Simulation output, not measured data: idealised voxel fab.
Process module under the name voxel self aligned vias
The width of the displayed cross-section, cut, is 220 nm; its cells are square, with a size of 5 nm.
Cross-sections here: square-cell grids, written as top-down lists of bands, a band being one or more rows of cells.
Band: top and bottom heights (nm) first, top before bottom; then materials from left to right, widths in nm. "throughout" marks a sole material filling the band edge to edge. "air" denotes empty space.
Heights are measured from 0, the level below which the as-received wafer is all one material; the lowest band has no bottom and continues downward, written as in "0..down".
Width spec "30->40" -> top row of cells at first value, bottom row at second value, equal per-row change in between.
Basically "nothing changed" means that step didn't change any cell in the cross-section.
"Sealed internal voids" - sealed voids, min. 8 cells, no opening to top; format: width x height at distance (distance from left edge; nm throughout).
Post-settings text on a step line: simulator's own remark regarding the step.
Among the settings permitted on a step's line is "overlay nm"; applied to a step with a mask, it specifies the extent to which the mask lay to the right of its planned position, whereas a negative figure signifies a position to the left.
So the way this works: pairs, before and after one process step. The after picture only goes down to the lowest band that actually changed, nothing below. Step and its settings are under each pair. And watch out, pairs might come from different runs of this module, same starting wafer though, so a pair only follows on from the one above if its "Ex-ante state" entry tells you so.

Ex-ante state
	55..40  SiO2 (45), air (30), SiO2 (70), air (30), SiO2 (45)
	40..35  SiO2 (55), SiN (20), SiO2 (30), SiN (20), SiO2 (30), SiN (20), SiO2 (45)
	35..20  SiO2 (55), TiN (5), W (10), TiN (5), SiO2 (30), TiN (5), W (10), TiN (5), SiO2 (30), TiN (5), W (10), TiN (5), SiO2 (45)
	20..15  SiO2 (55), TiN (20), SiO2 (30), TiN (20), SiO2 (30), TiN (20), SiO2 (45)
	15..10  SiCN throughout
	10..0  SiO2 throughout
	0..down  Si throughout
	Sealed internal voids: none

Sectional Result
	55..40  SiO2 (45), air (30), SiO2 (70), air (30), SiO2 (45)
	40..35  SiO2 (55), air (20), SiO2 (30), SiN (20), SiO2 (30), air (20), SiO2 (45)
	At heights below 35, the structure remains unaltered.
	Sealed internal voids: none
The step that takes the structure from the upper cross-section to the lower one is MASKED_ETCH with tone open, mask id VIAS, width nm 30, pitch nm 100, etch materials SiN, depth nm 5, overlay nm 0

Ex-ante state: cross-section not repeated; it is the one shown after the step in the pair just above.

Sectional Result
	60..55  TiN (50), air (20), TiN (80), air (20), TiN (50)
	55..45  SiO2 (45), TiN (5), air (20), TiN (5), SiO2 (70), TiN (5), air (20), TiN (5), SiO2 (45)
	45..40  SiO2 (45), TiN (15), air (10), TiN (5), SiO2 (70), TiN (15), air (10), TiN (5), SiO2 (45)
	40..35  SiO2 (55), TiN (20), SiO2 (30), SiN (20), SiO2 (30), TiN (20), SiO2 (45)
	At heights below 35, the structure remains unaltered.
	Sealed internal voids: none
The step that takes the structure from the upper cross-section to the lower one is CONFORMAL_DEP with material TiN, thk nm 5

Ex-ante state: cross-section not repeated; it is the one shown after the step in the pair just above.

Sectional Result
	70..60  Ru throughout
	60..55  TiN (50), Ru (20), TiN (80), Ru (20), TiN (50)
	55..45  SiO2 (45), TiN (5), Ru (20), TiN (5), SiO2 (70), TiN (5), Ru (20), TiN (5), SiO2 (45)
	45..40  SiO2 (45), TiN (15), Ru (10), TiN (5), SiO2 (70), TiN (15), Ru (10), TiN (5), SiO2 (45)
	At heights below 40, the structure remains unaltered.
	Sealed internal voids: none
The step that takes the structure from the upper cross-section to the lower one is FILL_DEP with material Ru, thk nm 10

Ex-ante state: cross-section not repeated; it is the one shown after the step in the pair just above.

Sectional Result
	55..45  SiO2 (45), TiN (5), Ru (20), TiN (5), SiO2 (70), TiN (5), Ru (20), TiN (5), SiO2 (45)
	At heights below 45, the structure remains unaltered.
	Sealed internal voids: none
The step that takes the structure from the upper cross-section to the lower one is CMP with height nm 55

Ex-ante state: cross-section not repeated; it is the one shown after the step in the pair just above.

Sectional Result
	60..55  SiN throughout
	At heights below 55, the structure remains unaltered.
	Sealed internal voids: none
The step that takes the structure from the upper cross-section to the lower one is CONFORMAL_DEP with material SiN, thk nm 5

Ex-ante state
	40..20  SiO2 (50), TiN (5), W (10), TiN (5), SiO2 (30), TiN (5), W (10), TiN (5), SiO2 (30), TiN (5), W (10), TiN (5), SiO2 (50)
	20..15  SiO2 (50), TiN (20), SiO2 (30), TiN (20), SiO2 (30), TiN (20), SiO2 (50)
	15..10  SiCN throughout
	10..0  SiO2 throughout
	0..down  Si throughout
	Sealed internal voids: none

Sectional Result
	40..35  SiO2 (50), air (5), W (10), air (5), SiO2 (30), air (5), W (10), air (5), SiO2 (30), air (5), W (10), air (5), SiO2 (50)
	At heights below 35, the structure remains unaltered.
	Sealed internal voids: none
The step that takes the structure from the upper cross-section to the lower one is SELECTIVE_ETCH with etch materials TiN, depth nm 5

Ex-ante state: cross-section not repeated; it is the one shown after the step in the pair just above.

Sectional Result
	50..40  SiN throughout
	40..35  SiO2 (50), SiN (5), W (10), SiN (5), SiO2 (30), SiN (5), W (10), SiN (5), SiO2 (30), SiN (5), W (10), SiN (5), SiO2 (50)
	At heights below 35, the structure remains unaltered.
	Sealed internal voids: none
The step that takes the structure from the upper cross-section to the lower one is FILL_DEP with material SiN, thk nm 10

Ex-ante state: cross-section not repeated; it is the one shown after the step in the pair just above.

Sectional Result
	40..35  SiO2 (50), SiN (5), W (10), SiN (5), SiO2 (30), SiN (5), W (10), SiN (5), SiO2 (30), SiN (5), W (10), SiN (5), SiO2 (50)
	At heights below 35, the structure remains unaltered.
	Sealed internal voids: none
The step that takes the structure from the upper cross-section to the lower one is CMP with height nm 40

Ex-ante state: cross-section not repeated; it is the one shown after the step in the pair just above.

Sectional Result
	55..40  SiO2 throughout
	At heights below 40, the structure remains unaltered.
	Sealed internal voids: none
The step that takes the structure from the upper cross-section to the lower one is DIRECTIONAL_DEP with material SiO2, thk nm 15

Ex-ante state: cross-section not repeated; it is the one shown after the step in the pair just above.

Sectional Result
	55..40  SiO2 (45), air (30), SiO2 (70), air (30), SiO2 (45)
	At heights below 40, the structure remains unaltered.
	Sealed internal voids: none
The step that takes the structure from the upper cross-section to the lower one is MASKED_ETCH with tone open, mask id VIAS, width nm 30, pitch nm 100, etch materials SiO2, depth nm 15, overlay nm 0

Ex-ante state: cross-section not repeated; it is the one shown after the step in the pair just above.

Sectional Result
	55..40  SiO2 (45), air (30), SiO2 (70), air (30), SiO2 (45)
	40..35  SiO2 (50), air (5), W (10), air (5), SiO2 (30), SiN (5), W (10), SiN (5), SiO2 (30), air (5), W (10), air (5), SiO2 (50)
	At heights below 35, the structure remains unaltered.
	Sealed internal voids: none
The step that takes the structure from the upper cross-section to the lower one is MASKED_ETCH with tone open, mask id VIAS, width nm 30, pitch nm 100, etch materials SiN, depth nm 5, overlay nm 0

Ex-ante state: cross-section not repeated; it is the one shown after the step in the pair just above.

Sectional Result
	60..55  TiN (50), air (20), TiN (80), air (20), TiN (50)
	55..45  SiO2 (45), TiN (5), air (20), TiN (5), SiO2 (70), TiN (5), air (20), TiN (5), SiO2 (45)
	45..40  SiO2 (45), TiN (30), SiO2 (70), TiN (30), SiO2 (45)
	40..35  SiO2 (50), TiN (5), W (10), TiN (5), SiO2 (30), SiN (5), W (10), SiN (5), SiO2 (30), TiN (5), W (10), TiN (5), SiO2 (50)
	At heights below 35, the structure remains unaltered.
	Sealed internal voids: none
The step that takes the structure from the upper cross-section to the lower one is CONFORMAL_DEP with material TiN, thk nm 5

Ex-ante state: cross-section not repeated; it is the one shown after the step in the pair just above.

Sectional Result
	70..60  Ru throughout
	60..55  TiN (50), Ru (20), TiN (80), Ru (20), TiN (50)
	55..45  SiO2 (45), TiN (5), Ru (20), TiN (5), SiO2 (70), TiN (5), Ru (20), TiN (5), SiO2 (45)
	At heights below 45, the structure remains unaltered.
	Sealed internal voids: none
The step that takes the structure from the upper cross-section to the lower one is FILL_DEP with material Ru, thk nm 10

Ex-ante state: cross-section not repeated; it is the one shown after the step in the pair just above.

Sectional Result
	55..45  SiO2 (45), TiN (5), Ru (20), TiN (5), SiO2 (70), TiN (5), Ru (20), TiN (5), SiO2 (45)
	At heights below 45, the structure remains unaltered.
	Sealed internal voids: none
The step that takes the structure from the upper cross-section to the lower one is CMP with height nm 55

Ex-ante state: cross-section not repeated; it is the one shown after the step in the pair just above.

Sectional Result
	60..55  SiN throughout
	At heights below 55, the structure remains unaltered.
	Sealed internal voids: none
The step that takes the structure from the upper cross-section to the lower one is CONFORMAL_DEP with material SiN, thk nm 5

Ex-ante state
	40..15  SiO2 throughout
	15..10  SiCN throughout
	10..0  SiO2 throughout
	0..down  Si throughout
	Sealed internal voids: none

Sectional Result
	55..40  air (50), resist (20), air (30), resist (20), air (30), resist (20), air (50)
	At heights below 40, the structure remains unaltered.
	Sealed internal voids: none
The step that takes the structure from the upper cross-section to the lower one is PATTERN with tone cover, mask id LINES, material resist, width nm 20, pitch nm 50, thk nm 15, overlay nm 0

Ex-ante state: cross-section not repeated; it is the one shown after the step in the pair just above.

Sectional Result
	55..40  air (50), resist (20), air (30), resist (20), air (30), resist (20), air (50)
	40..15  air (50), SiO2 (20), air (30), SiO2 (20), air (30), SiO2 (20), air (50)
	At heights below 15, the structure remains unaltered.
	Sealed internal voids: none
The step that takes the structure from the upper cross-section to the lower one is DIRECTIONAL_ETCH with etch materials SiO2, depth nm 25

Ex-ante state: cross-section not repeated; it is the one shown after the step in the pair just above.

Sectional Result
	40..15  air (50), SiO2 (20), air (30), SiO2 (20), air (30), SiO2 (20), air (50)
	At heights below 15, the structure remains unaltered.
	Sealed internal voids: none
The step that takes the structure from the upper cross-section to the lower one is STRIP with etch materials resist

Ex-ante state: cross-section not repeated; it is the one shown after the step in the pair just above.

Sectional Result
	45..40  air (45), TiN (30), air (20), TiN (30), air (20), TiN (30), air (45)
	40..20  air (45), TiN (5), SiO2 (20), TiN (5), air (20), TiN (5), SiO2 (20), TiN (5), air (20), TiN (5), SiO2 (20), TiN (5), air (45)
	20..15  TiN (50), SiO2 (20), TiN (30), SiO2 (20), TiN (30), SiO2 (20), TiN (50)
	At heights below 15, the structure remains unaltered.
	Sealed internal voids: none
The step that takes the structure from the upper cross-section to the lower one is CONFORMAL_DEP with material TiN, thk nm 5

Ex-ante state: cross-section not repeated; it is the one shown after the step in the pair just above.

Sectional Result
	55..45  W throughout
	45..40  W (45), TiN (30), W (20), TiN (30), W (20), TiN (30), W (45)
	40..20  W (45), TiN (5), SiO2 (20), TiN (5), W (20), TiN (5), SiO2 (20), TiN (5), W (20), TiN (5), SiO2 (20), TiN (5), W (45)
	At heights below 20, the structure remains unaltered.
	Sealed internal voids: none
The step that takes the structure from the upper cross-section to the lower one is FILL_DEP with material W, thk nm 10

Ex-ante state: cross-section not repeated; it is the one shown after the step in the pair just above.

Sectional Result
	40..20  W (45), TiN (5), SiO2 (20), TiN (5), W (20), TiN (5), SiO2 (20), TiN (5), W (20), TiN (5), SiO2 (20), TiN (5), W (45)
	At heights below 20, the structure remains unaltered.
	Sealed internal voids: none
The step that takes the structure from the upper cross-section to the lower one is CMP with height nm 40

Ex-ante state: cross-section not repeated; it is the one shown after the step in the pair just above.

Sectional Result
	40..35  air (50), SiO2 (20), air (30), SiO2 (20), air (30), SiO2 (20), air (50)
	At heights below 35, the structure remains unaltered.
	Sealed internal voids: none
The step that takes the structure from the upper cross-section to the lower one is SELECTIVE_ETCH with etch materials W Ru TiN, depth nm 5

Ex-ante state: cross-section not repeated; it is the one shown after the step in the pair just above.

Sectional Result
	50..40  SiN throughout
	40..35  SiN (50), SiO2 (20), SiN (30), SiO2 (20), SiN (30), SiO2 (20), SiN (50)
	At heights below 35, the structure remains unaltered.
	Sealed internal voids: none
The step that takes the structure from the upper cross-section to the lower one is FILL_DEP with material SiN, thk nm 10

Ex-ante state: cross-section not repeated; it is the one shown after the step in the pair just above.

Sectional Result
	40..35  SiN (50), SiO2 (20), SiN (30), SiO2 (20), SiN (30), SiO2 (20), SiN (50)
	At heights below 35, the structure remains unaltered.
	Sealed internal voids: none
The step that takes the structure from the upper cross-section to the lower one is CMP with height nm 40

Ex-ante state: cross-section not repeated; it is the one shown after the step in the pair just above.

Sectional Result
	55..40  SiO2 throughout
	At heights below 40, the structure remains unaltered.
	Sealed internal voids: none
The step that takes the structure from the upper cross-section to the lower one is DIRECTIONAL_DEP with material SiO2, thk nm 15

Ex-ante state: cross-section not repeated; it is the one shown after the step in the pair just above.

Sectional Result
	55..40  SiO2 (45), air (30), SiO2 (70), air (30), SiO2 (45)
	At heights below 40, the structure remains unaltered.
	Sealed internal voids: none
The step that takes the structure from the upper cross-section to the lower one is MASKED_ETCH with tone open, mask id VIAS, width nm 30, pitch nm 100, etch materials SiO2, depth nm 15, overlay nm 0

Ex-ante state: cross-section not repeated; it is the one shown after the step in the pair just above.

Sectional Result
	55..40  SiO2 (45), air (30), SiO2 (70), air (30), SiO2 (45)
	40..35  SiN (45), air (5), SiO2 (20), air (5), SiN (25), SiO2 (20), SiN (25), air (5), SiO2 (20), air (5), SiN (45)
	At heights below 35, the structure remains unaltered.
	Sealed internal voids: none
The step that takes the structure from the upper cross-section to the lower one is MASKED_ETCH with tone open, mask id VIAS, width nm 30, pitch nm 100, etch materials SiN, depth nm 5, overlay nm 0

Ex-ante state: cross-section not repeated; it is the one shown after the step in the pair just above.

Sectional Result
	60..55  TiN (50), air (20), TiN (80), air (20), TiN (50)
	55..45  SiO2 (45), TiN (5), air (20), TiN (5), SiO2 (70), TiN (5), air (20), TiN (5), SiO2 (45)
	45..40  SiO2 (45), TiN (30), SiO2 (70), TiN (30), SiO2 (45)
	40..35  SiN (45), TiN (5), SiO2 (20), TiN (5), SiN (25), SiO2 (20), SiN (25), TiN (5), SiO2 (20), TiN (5), SiN (45)
	At heights below 35, the structure remains unaltered.
	Sealed internal voids: none
The step that takes the structure from the upper cross-section to the lower one is CONFORMAL_DEP with material TiN, thk nm 5

Ex-ante state: cross-section not repeated; it is the one shown after the step in the pair just above.

Sectional Result
	70..60  Ru throughout
	60..55  TiN (50), Ru (20), TiN (80), Ru (20), TiN (50)
	55..45  SiO2 (45), TiN (5), Ru (20), TiN (5), SiO2 (70), TiN (5), Ru (20), TiN (5), SiO2 (45)
	At heights below 45, the structure remains unaltered.
	Sealed internal voids: none
The step that takes the structure from the upper cross-section to the lower one is FILL_DEP with material Ru, thk nm 10

Ex-ante state: cross-section not repeated; it is the one shown after the step in the pair just above.

Sectional Result
	55..45  SiO2 (45), TiN (5), Ru (20), TiN (5), SiO2 (70), TiN (5), Ru (20), TiN (5), SiO2 (45)
	At heights below 45, the structure remains unaltered.
	Sealed internal voids: none
The step that takes the structure from the upper cross-section to the lower one is CMP with height nm 55

Ex-ante state: cross-section not repeated; it is the one shown after the step in the pair just above.

Sectional Result
	60..55  SiN throughout
	At heights below 55, the structure remains unaltered.
	Sealed internal voids: none
The step that takes the structure from the upper cross-section to the lower one is CONFORMAL_DEP with material SiN, thk nm 5
